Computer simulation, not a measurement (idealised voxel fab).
process module | voxel transistor to metal
cross-section cut | 195 nm wide | cells 5 nm
A cross-section is a grid of square cells, given in bands from the top down. A band is one or more rows of cells.
Each band's line starts with the height of the band's top and of its bottom, in nm. Then come its materials from left to right, each with its width in nm. One material with "throughout" fills the band from edge to edge. "air" is empty space.
Height 0 is the level under which the wafer as received is all one material. The lowest band goes on downwards, as in "0 down".
A width such as "30 to 40" changes by the same amount from each row of cells to the next, from the band's top row to its bottom row.
"no change" after a step means that no cell of the cross-section changed.
closed voids: empty space of 8 cells or more with no open way to the top, each as width x height at its distance from the left edge, in nm
after a step's settings: what the simulator itself notes on the step
overlay nm, on a step with a mask: how far to the right of its planned place the mask lay; to the left if negative
plan
1 op RECEIVE | material Si
2 op OXIDIZE | depth nm 5
3 op CONFORMAL_DEP | material SiN | thk nm 15
4 op MASKED_ETCH | tone cover | mask id ACTIVE | width nm 105 | etch materials SiN | depth nm 15 | overlay nm 0
5 op MASKED_ETCH | tone cover | mask id ACTIVE | width nm 105 | etch materials SiO2 | depth nm 5 | overlay nm 0
6 op MASKED_ETCH | tone cover | mask id ACTIVE | width nm 105 | etch materials Si | depth nm 25 | overlay nm 0
7 op FILL_DEP | material SiO2 | thk nm 15
8 op CMP | height nm 15
9 op SELECTIVE_ETCH | etch materials SiO2 | depth nm 5
10 op STRIP | etch materials SiN
11 op SELECTIVE_ETCH | etch materials SiO2 | depth nm 5
12 op OXIDIZE | depth nm 5
13 op DIRECTIONAL_DEP | material polySi | thk nm 25
14 op DIRECTIONAL_DEP | material SiCN | thk nm 10
15 op MASKED_ETCH | tone cover | mask id GATE | width nm 15 | etch materials SiCN | depth nm 20 | overlay nm 0
16 op MASKED_ETCH | tone cover | mask id GATE | width nm 15 | etch materials polySi | depth nm 35 | overlay nm 0
17 op CONFORMAL_DEP | material SiO2 | thk nm 5
18 op DIRECTIONAL_ETCH | etch materials SiO2 | depth nm 5
19 op CONFORMAL_DEP | material SiN | thk nm 5
20 op DIRECTIONAL_ETCH | etch materials SiN | depth nm 5
21 op DIRECTIONAL_ETCH | etch materials SiO2 | depth nm 5
22 op DIRECTIONAL_ETCH | etch materials Si | depth nm 5
23 op EPI | material SiGe | thk nm 10
24 op FILL_DEP | material SiO2 | thk nm 5
25 op CMP | height nm 30
26 op DIRECTIONAL_DEP | material SiO2 | thk nm 10
27 op DIRECTIONAL_DEP | material aC | thk nm 15
28 op PATTERN | tone open | mask id CONTACT | material resist | width nm 35 | pitch nm 60 | thk nm 35 | overlay nm 0
29 op DIRECTIONAL_ETCH | etch materials aC | depth nm 15
30 op STRIP | etch materials resist
31 op DIRECTIONAL_ETCH | etch materials SiO2 | depth nm 45
32 op STRIP | etch materials aC
33 op CONFORMAL_DEP | material TiN | thk nm 5
34 op FILL_DEP | material Ru | thk nm 10
35 op CMP | height nm 40
36 op CONFORMAL_DEP | material SiN | thk nm 5
37 op DIRECTIONAL_DEP | material lowk | thk nm 25
38 op MASKED_ETCH | tone open | mask id METAL_1 | width nm 20 | pitch nm 75 | etch materials lowk | depth nm 25 | overlay nm 0
39 op MASKED_ETCH | tone open | mask id METAL_1 | width nm 20 | pitch nm 75 | etch materials SiN | depth nm 5 | overlay nm 0
40 op CONFORMAL_DEP | material TiN | thk nm 5
41 op FILL_DEP | material W | thk nm 10
42 op CMP | height nm 70
43 op CONFORMAL_DEP | material SiCN | thk nm 5
first wafer, as planned
as received, after step 1
  0 down: Si throughout
  closed voids: none
after step 2
  0 to -5: SiO2 throughout
  below -5: unchanged
after step 3
  15 to 0: SiN throughout
  below 0: unchanged
after step 4
  15 to 0: air 45 | SiN 105 | air 45
  below 0: unchanged
after step 5
  15 to 0: air 45 | SiN 105 | air 45
  0 to -5: air 45 | SiO2 105 | air 45
  below -5: unchanged
after step 6
  15 to 0: air 45 | SiN 105 | air 45
  0 to -5: air 45 | SiO2 105 | air 45
  -5 to -30: air 45 | Si 105 | air 45
  below -30: unchanged
after step 7
  30 to 15: SiO2 throughout
  15 to 0: SiO2 45 | SiN 105 | SiO2 45
  0 to -5: SiO2 throughout
  -5 to -30: SiO2 45 | Si 105 | SiO2 45
  below -30: unchanged
after step 8
  15 to 0: SiO2 45 | SiN 105 | SiO2 45
  below 0: unchanged
after step 9
  15 to 10: air 45 | SiN 105 | air 45
  below 10: unchanged
after step 10
  10 to 0: SiO2 45 | air 105 | SiO2 45
  below 0: unchanged
after step 11
  5 to -5: SiO2 40 | air 115 | SiO2 40
  below -5: unchanged
after step 12
  5 to -5: SiO2 40 | air 115 | SiO2 40
  -5 to -10: SiO2 throughout
  below -10: unchanged
after step 13
  30 to 20: polySi 40 | air 115 | polySi 40
  20 to 5: polySi throughout
  5 to -5: SiO2 40 | polySi 115 | SiO2 40
  below -5: unchanged
after step 14
  40 to 30: SiCN 40 | air 115 | SiCN 40
  30 to 20: polySi 40 | SiCN 115 | polySi 40
  below 20: unchanged
after step 15
  30 to 20: polySi 40 | air 50 | SiCN 15 | air 50 | polySi 40
  below 20: unchanged
after step 16
  30 to 20: air 90 | SiCN 15 | air 90
  20 to 5: air 90 | polySi 15 | air 90
  5 to -5: SiO2 40 | air 50 | polySi 15 | air 50 | SiO2 40
  below -5: unchanged
after step 17
  35 to 30: air 85 | SiO2 25 | air 85
  30 to 20: air 85 | SiO2 5 | SiCN 15 | SiO2 5 | air 85
  20 to 10: air 85 | SiO2 5 | polySi 15 | SiO2 5 | air 85
  10 to 0: SiO2 45 | air 40 | SiO2 5 | polySi 15 | SiO2 5 | air 40 | SiO2 45
  0 to -5: SiO2 90 | polySi 15 | SiO2 90
  below -5: unchanged
after step 18
  30 to 20: air 85 | SiO2 5 | SiCN 15 | SiO2 5 | air 85
  20 to 5: air 85 | SiO2 5 | polySi 15 | SiO2 5 | air 85
  5 to -5: SiO2 45 | air 40 | SiO2 5 | polySi 15 | SiO2 5 | air 40 | SiO2 45
  below -5: unchanged
after step 19
  35 to 30: air 80 | SiN 35 | air 80
  30 to 20: air 80 | SiN 5 | SiO2 5 | SiCN 15 | SiO2 5 | SiN 5 | air 80
  20 to 10: air 80 | SiN 5 | SiO2 5 | polySi 15 | SiO2 5 | SiN 5 | air 80
  10 to 5: SiN 50 | air 30 | SiN 5 | SiO2 5 | polySi 15 | SiO2 5 | SiN 5 | air 30 | SiN 50
  5 to 0: SiO2 45 | SiN 5 | air 30 | SiN 5 | SiO2 5 | polySi 15 | SiO2 5 | SiN 5 | air 30 | SiN 5 | SiO2 45
  0 to -5: SiO2 45 | SiN 40 | SiO2 5 | polySi 15 | SiO2 5 | SiN 40 | SiO2 45
  below -5: unchanged
after step 20
  30 to 20: air 80 | SiN 5 | SiO2 5 | SiCN 15 | SiO2 5 | SiN 5 | air 80
  20 to 5: air 80 | SiN 5 | SiO2 5 | polySi 15 | SiO2 5 | SiN 5 | air 80
  5 to -5: SiO2 45 | SiN 5 | air 30 | SiN 5 | SiO2 5 | polySi 15 | SiO2 5 | SiN 5 | air 30 | SiN 5 | SiO2 45
  below -5: unchanged
after step 21
  30 to 25: air 80 | SiN 5 | air 5 | SiCN 15 | air 5 | SiN 5 | air 80
  25 to 20: air 80 | SiN 5 | SiO2 5 | SiCN 15 | SiO2 5 | SiN 5 | air 80
  20 to 5: air 80 | SiN 5 | SiO2 5 | polySi 15 | SiO2 5 | SiN 5 | air 80
  5 to 0: air 45 | SiN 5 | air 30 | SiN 5 | SiO2 5 | polySi 15 | SiO2 5 | SiN 5 | air 30 | SiN 5 | air 45
  0 to -5: SiO2 45 | SiN 5 | air 30 | SiN 5 | SiO2 5 | polySi 15 | SiO2 5 | SiN 5 | air 30 | SiN 5 | SiO2 45
  -5 to -10: SiO2 50 | air 30 | SiO2 35 | air 30 | SiO2 50
  below -10: unchanged
after step 22
  30 to 25: air 80 | SiN 5 | air 5 | SiCN 15 | air 5 | SiN 5 | air 80
  25 to 20: air 80 | SiN 5 | SiO2 5 | SiCN 15 | SiO2 5 | SiN 5 | air 80
  20 to 5: air 80 | SiN 5 | SiO2 5 | polySi 15 | SiO2 5 | SiN 5 | air 80
  5 to 0: air 45 | SiN 5 | air 30 | SiN 5 | SiO2 5 | polySi 15 | SiO2 5 | SiN 5 | air 30 | SiN 5 | air 45
  0 to -5: SiO2 45 | SiN 5 | air 30 | SiN 5 | SiO2 5 | polySi 15 | SiO2 5 | SiN 5 | air 30 | SiN 5 | SiO2 45
  -5 to -10: SiO2 50 | air 30 | SiO2 35 | air 30 | SiO2 50
  -10 to -15: SiO2 45 | Si 5 | air 30 | Si 35 | air 30 | Si 5 | SiO2 45
  below -15: unchanged
after step 23
  30 to 25: air 80 | SiN 5 | air 5 | SiCN 15 | air 5 | SiN 5 | air 80
  25 to 20: air 80 | SiN 5 | SiO2 5 | SiCN 15 | SiO2 5 | SiN 5 | air 80
  20 to 5: air 80 | SiN 5 | SiO2 5 | polySi 15 | SiO2 5 | SiN 5 | air 80
  5 to 0: air 45 | SiN 5 | air 30 | SiN 5 | SiO2 5 | polySi 15 | SiO2 5 | SiN 5 | air 30 | SiN 5 | air 45
  0 to -5: SiO2 45 | SiN 5 | SiGe 10 | air 10 | SiGe 10 | SiN 5 | SiO2 5 | polySi 15 | SiO2 5 | SiN 5 | SiGe 10 | air 10 | SiGe 10 | SiN 5 | SiO2 45
  -5 to -10: SiO2 50 | SiGe 30 | SiO2 35 | SiGe 30 | SiO2 50
  -10 to -15: SiO2 45 | Si 5 | SiGe 30 | Si 35 | SiGe 30 | Si 5 | SiO2 45
  below -15: unchanged
after step 24
  35 to 30: SiO2 throughout
  30 to 20: SiO2 80 | SiN 5 | SiO2 5 | SiCN 15 | SiO2 5 | SiN 5 | SiO2 80
  20 to 5: SiO2 80 | SiN 5 | SiO2 5 | polySi 15 | SiO2 5 | SiN 5 | SiO2 80
  5 to 0: SiO2 45 | SiN 5 | SiO2 30 | SiN 5 | SiO2 5 | polySi 15 | SiO2 5 | SiN 5 | SiO2 30 | SiN 5 | SiO2 45
  0 to -5: SiO2 45 | SiN 5 | SiGe 10 | SiO2 10 | SiGe 10 | SiN 5 | SiO2 5 | polySi 15 | SiO2 5 | SiN 5 | SiGe 10 | SiO2 10 | SiGe 10 | SiN 5 | SiO2 45
  below -5: unchanged
after step 25
  30 to 20: SiO2 80 | SiN 5 | SiO2 5 | SiCN 15 | SiO2 5 | SiN 5 | SiO2 80
  below 20: unchanged
after step 26
  40 to 30: SiO2 throughout
  below 30: unchanged
after step 27
  55 to 40: aC throughout
  below 40: unchanged
after step 28
  90 to 55: resist 50 | air 35 | resist 25 | air 35 | resist 50
  below 55: unchanged
after step 29
  75 to 55: resist 50 | air 35 | resist 25 | air 35 | resist 50
  55 to 40: aC 50 | air 35 | aC 25 | air 35 | aC 50
  below 40: unchanged
after step 30
  55 to 40: aC 50 | air 35 | aC 25 | air 35 | aC 50
  below 40: unchanged
after step 31
  55 to 40: aC 50 | air 35 | aC 25 | air 35 | aC 50
  40 to 30: SiO2 50 | air 35 | SiO2 25 | air 35 | SiO2 50
  30 to 20: SiO2 50 | air 30 | SiN 5 | SiO2 5 | SiCN 15 | SiO2 5 | SiN 5 | air 30 | SiO2 50
  20 to 5: SiO2 50 | air 30 | SiN 5 | SiO2 5 | polySi 15 | SiO2 5 | SiN 5 | air 30 | SiO2 50
  5 to 0: SiO2 45 | SiN 5 | air 30 | SiN 5 | SiO2 5 | polySi 15 | SiO2 5 | SiN 5 | air 30 | SiN 5 | SiO2 45
  0 to -5: SiO2 45 | SiN 5 | SiGe 10 | air 10 | SiGe 10 | SiN 5 | SiO2 5 | polySi 15 | SiO2 5 | SiN 5 | SiGe 10 | air 10 | SiGe 10 | SiN 5 | SiO2 45
  below -5: unchanged
after step 32
  40 to 30: SiO2 50 | air 35 | SiO2 25 | air 35 | SiO2 50
  below 30: unchanged
after step 33
  45 to 40: TiN 55 | air 25 | TiN 35 | air 25 | TiN 55
  40 to 30: SiO2 50 | TiN 5 | air 25 to 20 | TiN 5 to 10 | SiO2 25 | TiN 5 to 10 | air 25 to 20 | TiN 5 | SiO2 50
  30 to 20: SiO2 50 | TiN 5 | air 20 | TiN 5 | SiN 5 | SiO2 5 | SiCN 15 | SiO2 5 | SiN 5 | TiN 5 | air 20 | TiN 5 | SiO2 50
  20 to 5: SiO2 50 | TiN 5 | air 20 | TiN 5 | SiN 5 | SiO2 5 | polySi 15 | SiO2 5 | SiN 5 | TiN 5 | air 20 | TiN 5 | SiO2 50
  5 to 0: SiO2 45 | SiN 5 | TiN 30 | SiN 5 | SiO2 5 | polySi 15 | SiO2 5 | SiN 5 | TiN 30 | SiN 5 | SiO2 45
  0 to -5: SiO2 45 | SiN 5 | SiGe 10 | TiN 10 | SiGe 10 | SiN 5 | SiO2 5 | polySi 15 | SiO2 5 | SiN 5 | SiGe 10 | TiN 10 | SiGe 10 | SiN 5 | SiO2 45
  below -5: unchanged
after step 34
  55 to 45: Ru throughout
  45 to 40: TiN 55 | Ru 25 | TiN 35 | Ru 25 | TiN 55
  40 to 30: SiO2 50 | TiN 5 | Ru 25 to 20 | TiN 5 to 10 | SiO2 25 | TiN 5 to 10 | Ru 25 to 20 | TiN 5 | SiO2 50
  30 to 20: SiO2 50 | TiN 5 | Ru 20 | TiN 5 | SiN 5 | SiO2 5 | SiCN 15 | SiO2 5 | SiN 5 | TiN 5 | Ru 20 | TiN 5 | SiO2 50
  20 to 5: SiO2 50 | TiN 5 | Ru 20 | TiN 5 | SiN 5 | SiO2 5 | polySi 15 | SiO2 5 | SiN 5 | TiN 5 | Ru 20 | TiN 5 | SiO2 50
  below 5: unchanged
after step 35
  40 to 30: SiO2 50 | TiN 5 | Ru 25 to 20 | TiN 5 to 10 | SiO2 25 | TiN 5 to 10 | Ru 25 to 20 | TiN 5 | SiO2 50
  below 30: unchanged
after step 36
  45 to 40: SiN throughout
  below 40: unchanged
after step 37
  70 to 45: lowk throughout
  below 45: unchanged
after step 38
  70 to 45: lowk 50 | air 20 | lowk 55 | air 20 | lowk 50
  below 45: unchanged
after step 39
  70 to 45: lowk 50 | air 20 | lowk 55 | air 20 | lowk 50
  45 to 40: SiN 50 | air 20 | SiN 55 | air 20 | SiN 50
  below 40: unchanged
after step 40
  75 to 70: TiN 55 | air 10 | TiN 65 | air 10 | TiN 55
  70 to 45: lowk 50 | TiN 5 | air 10 | TiN 5 | lowk 55 | TiN 5 | air 10 | TiN 5 | lowk 50
  45 to 40: SiN 50 | TiN 20 | SiN 55 | TiN 20 | SiN 50
  below 40: unchanged
after step 41
  85 to 75: W throughout
  75 to 70: TiN 55 | W 10 | TiN 65 | W 10 | TiN 55
  70 to 45: lowk 50 | TiN 5 | W 10 | TiN 5 | lowk 55 | TiN 5 | W 10 | TiN 5 | lowk 50
  below 45: unchanged
after step 42
  70 to 45: lowk 50 | TiN 5 | W 10 | TiN 5 | lowk 55 | TiN 5 | W 10 | TiN 5 | lowk 50
  below 45: unchanged
after step 43
  75 to 70: SiCN throughout
  below 70: unchanged
second wafer: like start, like plan, one mistake. Through step 3 it matches the first wafer
when step 4 should have ended
  15 to 0: air 50 | SiN 95 | air 50
  below 0: unchanged
when step 5 should have ended
  15 to 0: air 50 | SiN 95 | air 50
  0 to -5: air 45 | SiO2 105 | air 45
  below -5: unchanged
when step 6 should have ended
  15 to 0: air 50 | SiN 95 | air 50
  0 to -5: air 45 | SiO2 105 | air 45
  -5 to -30: air 45 | Si 105 | air 45
  below -30: unchanged
when step 7 should have ended
  30 to 15: SiO2 throughout
  15 to 0: SiO2 50 | SiN 95 | SiO2 50
  0 to -5: SiO2 throughout
  -5 to -30: SiO2 45 | Si 105 | SiO2 45
  below -30: unchanged
when step 8 should have ended
  15 to 0: SiO2 50 | SiN 95 | SiO2 50
  below 0: unchanged
when step 9 should have ended
  15 to 10: air 50 | SiN 95 | air 50
  below 10: unchanged
when step 10 should have ended
  10 to 0: SiO2 50 | air 95 | SiO2 50
  below 0: unchanged
when step 11 should have ended
  5 to -5: SiO2 45 | air 105 | SiO2 45
  below -5: unchanged
when step 12 should have ended
  5 to -5: SiO2 45 | air 105 | SiO2 45
  -5 to -10: SiO2 throughout
  below -10: unchanged
when step 13 should have ended
  30 to 20: polySi 45 | air 105 | polySi 45
  20 to 5: polySi throughout
  5 to -5: SiO2 45 | polySi 105 | SiO2 45
  below -5: unchanged
when step 14 should have ended
  40 to 30: SiCN 45 | air 105 | SiCN 45
  30 to 20: polySi 45 | SiCN 105 | polySi 45
  below 20: unchanged
when step 15 should have ended
  30 to 20: polySi 45 | air 45 | SiCN 15 | air 45 | polySi 45
  below 20: unchanged
when step 16 should have ended
  30 to 20: air 90 | SiCN 15 | air 90
  20 to 5: air 90 | polySi 15 | air 90
  5 to -5: SiO2 45 | air 45 | polySi 15 | air 45 | SiO2 45
  below -5: unchanged
when step 17 should have ended
  35 to 30: air 85 | SiO2 25 | air 85
  30 to 20: air 85 | SiO2 5 | SiCN 15 | SiO2 5 | air 85
  20 to 10: air 85 | SiO2 5 | polySi 15 | SiO2 5 | air 85
  10 to 0: SiO2 50 | air 35 | SiO2 5 | polySi 15 | SiO2 5 | air 35 | SiO2 50
  0 to -5: SiO2 90 | polySi 15 | SiO2 90
  below -5: unchanged
when step 18 should have ended
  30 to 20: air 85 | SiO2 5 | SiCN 15 | SiO2 5 | air 85
  20 to 5: air 85 | SiO2 5 | polySi 15 | SiO2 5 | air 85
  5 to -5: SiO2 50 | air 35 | SiO2 5 | polySi 15 | SiO2 5 | air 35 | SiO2 50
  below -5: unchanged
when step 19 should have ended
  35 to 30: air 80 | SiN 35 | air 80
  30 to 20: air 80 | SiN 5 | SiO2 5 | SiCN 15 | SiO2 5 | SiN 5 | air 80
  20 to 10: air 80 | SiN 5 | SiO2 5 | polySi 15 | SiO2 5 | SiN 5 | air 80
  10 to 5: SiN 55 | air 25 | SiN 5 | SiO2 5 | polySi 15 | SiO2 5 | SiN 5 | air 25 | SiN 55
  5 to 0: SiO2 50 | SiN 5 | air 25 | SiN 5 | SiO2 5 | polySi 15 | SiO2 5 | SiN 5 | air 25 | SiN 5 | SiO2 50
  0 to -5: SiO2 50 | SiN 35 | SiO2 5 | polySi 15 | SiO2 5 | SiN 35 | SiO2 50
  below -5: unchanged
when step 20 should have ended
  30 to 20: air 80 | SiN 5 | SiO2 5 | SiCN 15 | SiO2 5 | SiN 5 | air 80
  20 to 5: air 80 | SiN 5 | SiO2 5 | polySi 15 | SiO2 5 | SiN 5 | air 80
  5 to -5: SiO2 50 | SiN 5 | air 25 | SiN 5 | SiO2 5 | polySi 15 | SiO2 5 | SiN 5 | air 25 | SiN 5 | SiO2 50
  below -5: unchanged
when step 21 should have ended
  30 to 25: air 80 | SiN 5 | air 5 | SiCN 15 | air 5 | SiN 5 | air 80
  25 to 20: air 80 | SiN 5 | SiO2 5 | SiCN 15 | SiO2 5 | SiN 5 | air 80
  20 to 5: air 80 | SiN 5 | SiO2 5 | polySi 15 | SiO2 5 | SiN 5 | air 80
  5 to 0: air 50 | SiN 5 | air 25 | SiN 5 | SiO2 5 | polySi 15 | SiO2 5 | SiN 5 | air 25 | SiN 5 | air 50
  0 to -5: SiO2 50 | SiN 5 | air 25 | SiN 5 | SiO2 5 | polySi 15 | SiO2 5 | SiN 5 | air 25 | SiN 5 | SiO2 50
  -5 to -10: SiO2 55 | air 25 | SiO2 35 | air 25 | SiO2 55
  below -10: unchanged
when step 22 should have ended
  30 to 25: air 80 | SiN 5 | air 5 | SiCN 15 | air 5 | SiN 5 | air 80
  25 to 20: air 80 | SiN 5 | SiO2 5 | SiCN 15 | SiO2 5 | SiN 5 | air 80
  20 to 5: air 80 | SiN 5 | SiO2 5 | polySi 15 | SiO2 5 | SiN 5 | air 80
  5 to 0: air 50 | SiN 5 | air 25 | SiN 5 | SiO2 5 | polySi 15 | SiO2 5 | SiN 5 | air 25 | SiN 5 | air 50
  0 to -5: SiO2 50 | SiN 5 | air 25 | SiN 5 | SiO2 5 | polySi 15 | SiO2 5 | SiN 5 | air 25 | SiN 5 | SiO2 50
  -5 to -10: SiO2 55 | air 25 | SiO2 35 | air 25 | SiO2 55
  -10 to -15: SiO2 45 | Si 10 | air 25 | Si 35 | air 25 | Si 10 | SiO2 45
  below -15: unchanged
when step 23 should have ended
  30 to 25: air 80 | SiN 5 | air 5 | SiCN 15 | air 5 | SiN 5 | air 80
  25 to 20: air 80 | SiN 5 | SiO2 5 | SiCN 15 | SiO2 5 | SiN 5 | air 80
  20 to 5: air 80 | SiN 5 | SiO2 5 | polySi 15 | SiO2 5 | SiN 5 | air 80
  5 to 0: air 50 | SiN 5 | air 25 | SiN 5 | SiO2 5 | polySi 15 | SiO2 5 | SiN 5 | air 25 | SiN 5 | air 50
  0 to -5: SiO2 50 | SiN 5 | SiGe 10 | air 5 | SiGe 10 | SiN 5 | SiO2 5 | polySi 15 | SiO2 5 | SiN 5 | SiGe 10 | air 5 | SiGe 10 | SiN 5 | SiO2 50
  -5 to -10: SiO2 55 | SiGe 25 | SiO2 35 | SiGe 25 | SiO2 55
  -10 to -15: SiO2 45 | Si 10 | SiGe 25 | Si 35 | SiGe 25 | Si 10 | SiO2 45
  below -15: unchanged
when step 24 should have ended
  35 to 30: SiO2 throughout
  30 to 20: SiO2 80 | SiN 5 | SiO2 5 | SiCN 15 | SiO2 5 | SiN 5 | SiO2 80
  20 to 5: SiO2 80 | SiN 5 | SiO2 5 | polySi 15 | SiO2 5 | SiN 5 | SiO2 80
  5 to 0: SiO2 50 | SiN 5 | SiO2 25 | SiN 5 | SiO2 5 | polySi 15 | SiO2 5 | SiN 5 | SiO2 25 | SiN 5 | SiO2 50
  0 to -5: SiO2 50 | SiN 5 | SiGe 10 | SiO2 5 | SiGe 10 | SiN 5 | SiO2 5 | polySi 15 | SiO2 5 | SiN 5 | SiGe 10 | SiO2 5 | SiGe 10 | SiN 5 | SiO2 50
  below -5: unchanged
when step 25 should have ended
  30 to 20: SiO2 80 | SiN 5 | SiO2 5 | SiCN 15 | SiO2 5 | SiN 5 | SiO2 80
  below 20: unchanged
when step 26 should have ended
  40 to 30: SiO2 throughout
  below 30: unchanged
when step 27 should have ended
  55 to 40: aC throughout
  below 40: unchanged
when step 28 should have ended
  90 to 55: resist 50 | air 35 | resist 25 | air 35 | resist 50
  below 55: unchanged
when step 29 should have ended
  75 to 55: resist 50 | air 35 | resist 25 | air 35 | resist 50
  55 to 40: aC 50 | air 35 | aC 25 | air 35 | aC 50
  below 40: unchanged
when step 30 should have ended
  55 to 40: aC 50 | air 35 | aC 25 | air 35 | aC 50
  below 40: unchanged
when step 31 should have ended
  55 to 40: aC 50 | air 35 | aC 25 | air 35 | aC 50
  40 to 30: SiO2 50 | air 35 | SiO2 25 | air 35 | SiO2 50
  30 to 20: SiO2 50 | air 30 | SiN 5 | SiO2 5 | SiCN 15 | SiO2 5 | SiN 5 | air 30 | SiO2 50
  20 to 5: SiO2 50 | air 30 | SiN 5 | SiO2 5 | polySi 15 | SiO2 5 | SiN 5 | air 30 | SiO2 50
  5 to 0: SiO2 50 | SiN 5 | air 25 | SiN 5 | SiO2 5 | polySi 15 | SiO2 5 | SiN 5 | air 25 | SiN 5 | SiO2 50
  0 to -5: SiO2 50 | SiN 5 | SiGe 10 | air 5 | SiGe 10 | SiN 5 | SiO2 5 | polySi 15 | SiO2 5 | SiN 5 | SiGe 10 | air 5 | SiGe 10 | SiN 5 | SiO2 50
  below -5: unchanged
when step 32 should have ended
  40 to 30: SiO2 50 | air 35 | SiO2 25 | air 35 | SiO2 50
  below 30: unchanged
when step 33 should have ended
  45 to 40: TiN 55 | air 25 | TiN 35 | air 25 | TiN 55
  40 to 30: SiO2 50 | TiN 5 | air 25 to 20 | TiN 5 to 10 | SiO2 25 | TiN 5 to 10 | air 25 to 20 | TiN 5 | SiO2 50
  30 to 20: SiO2 50 | TiN 5 | air 20 | TiN 5 | SiN 5 | SiO2 5 | SiCN 15 | SiO2 5 | SiN 5 | TiN 5 | air 20 | TiN 5 | SiO2 50
  20 to 10: SiO2 50 | TiN 5 | air 20 | TiN 5 | SiN 5 | SiO2 5 | polySi 15 | SiO2 5 | SiN 5 | TiN 5 | air 20 | TiN 5 | SiO2 50
  10 to 5: SiO2 50 | TiN 10 | air 15 | TiN 5 | SiN 5 | SiO2 5 | polySi 15 | SiO2 5 | SiN 5 | TiN 5 | air 15 | TiN 10 | SiO2 50
  5 to 0: SiO2 50 | SiN 5 | TiN 25 | SiN 5 | SiO2 5 | polySi 15 | SiO2 5 | SiN 5 | TiN 25 | SiN 5 | SiO2 50
  0 to -5: SiO2 50 | SiN 5 | SiGe 10 | TiN 5 | SiGe 10 | SiN 5 | SiO2 5 | polySi 15 | SiO2 5 | SiN 5 | SiGe 10 | TiN 5 | SiGe 10 | SiN 5 | SiO2 50
  below -5: unchanged
when step 34 should have ended
  55 to 45: Ru throughout
  45 to 40: TiN 55 | Ru 25 | TiN 35 | Ru 25 | TiN 55
  40 to 30: SiO2 50 | TiN 5 | Ru 25 to 20 | TiN 5 to 10 | SiO2 25 | TiN 5 to 10 | Ru 25 to 20 | TiN 5 | SiO2 50
  30 to 20: SiO2 50 | TiN 5 | Ru 20 | TiN 5 | SiN 5 | SiO2 5 | SiCN 15 | SiO2 5 | SiN 5 | TiN 5 | Ru 20 | TiN 5 | SiO2 50
  20 to 10: SiO2 50 | TiN 5 | Ru 20 | TiN 5 | SiN 5 | SiO2 5 | polySi 15 | SiO2 5 | SiN 5 | TiN 5 | Ru 20 | TiN 5 | SiO2 50
  10 to 5: SiO2 50 | TiN 10 | Ru 15 | TiN 5 | SiN 5 | SiO2 5 | polySi 15 | SiO2 5 | SiN 5 | TiN 5 | Ru 15 | TiN 10 | SiO2 50
  below 5: unchanged
when step 35 should have ended
  40 to 30: SiO2 50 | TiN 5 | Ru 25 to 20 | TiN 5 to 10 | SiO2 25 | TiN 5 to 10 | Ru 25 to 20 | TiN 5 | SiO2 50
  below 30: unchanged
when step 36 should have ended
  45 to 40: SiN throughout
  below 40: unchanged
when step 37 should have ended
  70 to 45: lowk throughout
  below 45: unchanged
when step 38 should have ended
  70 to 45: lowk 50 | air 20 | lowk 55 | air 20 | lowk 50
  below 45: unchanged
when step 39 should have ended
  70 to 45: lowk 50 | air 20 | lowk 55 | air 20 | lowk 50
  45 to 40: SiN 50 | air 20 | SiN 55 | air 20 | SiN 50
  below 40: unchanged
when step 40 should have ended
  75 to 70: TiN 55 | air 10 | TiN 65 | air 10 | TiN 55
  70 to 45: lowk 50 | TiN 5 | air 10 | TiN 5 | lowk 55 | TiN 5 | air 10 | TiN 5 | lowk 50
  45 to 40: SiN 50 | TiN 20 | SiN 55 | TiN 20 | SiN 50
  below 40: unchanged
when step 41 should have ended
  85 to 75: W throughout
  75 to 70: TiN 55 | W 10 | TiN 65 | W 10 | TiN 55
  70 to 45: lowk 50 | TiN 5 | W 10 | TiN 5 | lowk 55 | TiN 5 | W 10 | TiN 5 | lowk 50
  below 45: unchanged
when step 42 should have ended
  70 to 45: lowk 50 | TiN 5 | W 10 | TiN 5 | lowk 55 | TiN 5 | W 10 | TiN 5 | lowk 50
  below 45: unchanged
when step 43 should have ended
  75 to 70: SiCN throughout
  below 70: unchanged
what went wrong: step 4 ran as: op MASKED_ETCH | tone cover | mask id ACTIVE | width nm 95 | etch materials SiN | depth nm 15 | overlay nm 0
at the end the second wafer has, in cells: 2 fewer of Ru | 2 more of Si | 4 fewer of SiGe | 6 more of SiO2 | 2 fewer of TiN
